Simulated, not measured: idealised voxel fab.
You're looking at the process module voxel gate over fins.
We display cut, a cross-section 155 nm in width whose square cells are each 5 nm.
The cross-sections in this document take the form of a grid made of square cells. They are written out as bands, in order from top to bottom. Each band consists of one or more rows of cells.
Quick guide to a band line: top height, bottom height (nm) up front; then every material left to right with its width in nm. Only one material and it's marked "full width"? Then it fills the band edge to edge. And "air" just means empty space.
Convention: height 0 is the level below which the wafer, as received, is all one material. The lowest band does not terminate at the bottom but continues downward, represented as "z 0 and below".
When a width is written as two numbers, as in "30..40", the first number is the width in the top row of cells of the band and the second is the width in its bottom row, and the width changes by the same amount from each row to the next.
"nothing got changed" means the step left every cell of the cross-section as it was.
Entry "Closed cavities" = empty spaces >= 8 cells with no open way to the top; each as width x height at distance, distance from left edge, all nm.
Post-settings text on a step line: simulator's own remark regarding the step.
The "overlay nm" setting may appear on a step's line; for a step that uses a mask, it gives how far to the right of its planned position the mask lay, and a negative value indicates the left.

The planned process steps are enumerated hereunder
1,op RECEIVE | material Si
2,op CONFORMAL_DEP | material SiN | thk nm 10
3,op DIRECTIONAL_DEP | material aC | thk nm 10
4,op PATTERN | tone cover | mask id FINS | material resist | width nm 15 | pitch nm 35 | thk nm 30 | overlay nm 0
5,op DIRECTIONAL_ETCH | etch materials aC | depth nm 10
6,op STRIP | etch materials resist
7,op DIRECTIONAL_ETCH | etch materials SiN | depth nm 10
8,op DIRECTIONAL_ETCH | etch materials Si | depth nm 40
9,op STRIP | etch materials aC
10,op FILL_DEP | material SiO2 | thk nm 10
11,op CMP | height nm 10
12,op SELECTIVE_ETCH | etch materials SiO2 | depth nm 20
13,op STRIP | etch materials SiN
14,op CONFORMAL_DEP | material HfO2 | thk nm 5
15,op CONFORMAL_DEP | material TiN | thk nm 5
16,op CONFORMAL_DEP | material TiAl | thk nm 5
17,op CONFORMAL_DEP | material TiN | thk nm 5
18,op FILL_DEP | material W | thk nm 15
19,op CMP | height nm 30
20,op CONFORMAL_DEP | material SiN | thk nm 5

Cross-sectional view of the wafer in its as-received condition, corresponding to the state after step 1
	z 0 and below = Si full width
	Closed cavities: none

Result of the module, cross-sectioned: start per above, plan per above, one error in how it was run
	z 45 to 30 = SiN full width
	z 30 to 20 = W full width
	z 20 to 15 = W (15); TiN (125); W (15)
	z 15 to 10 = W (15); TiN (5); TiAl (115); TiN (5); W (15)
	z 10 to 5 = TiN (20); TiAl (5); TiN (105); TiAl (5); TiN (20)
	z 5 to 0 = TiAl (25); TiN (5); HfO2 (25); TiN (10); HfO2 (25); TiN (10); HfO2 (25); TiN (5); TiAl (25)
	z 0 to -5 = TiN (30); HfO2 (5); Si (15); HfO2 (5); TiN (10); HfO2 (5); Si (15); HfO2 (5); TiN (10); HfO2 (5); Si (15); HfO2 (5); TiN (30)
	z -5 to -10 = HfO2 (35); Si (15); HfO2 (20); Si (15); HfO2 (20); Si (15); HfO2 (35)
	z -10 to -40 = SiO2 (35); Si (15); SiO2 (20); Si (15); SiO2 (20); Si (15); SiO2 (35)
	z -40 and below = Si full width
	Closed cavities: none
Error vs. plan: contrary to plan, step 20 was performed as op CONFORMAL_DEP | material SiN | thk nm 15
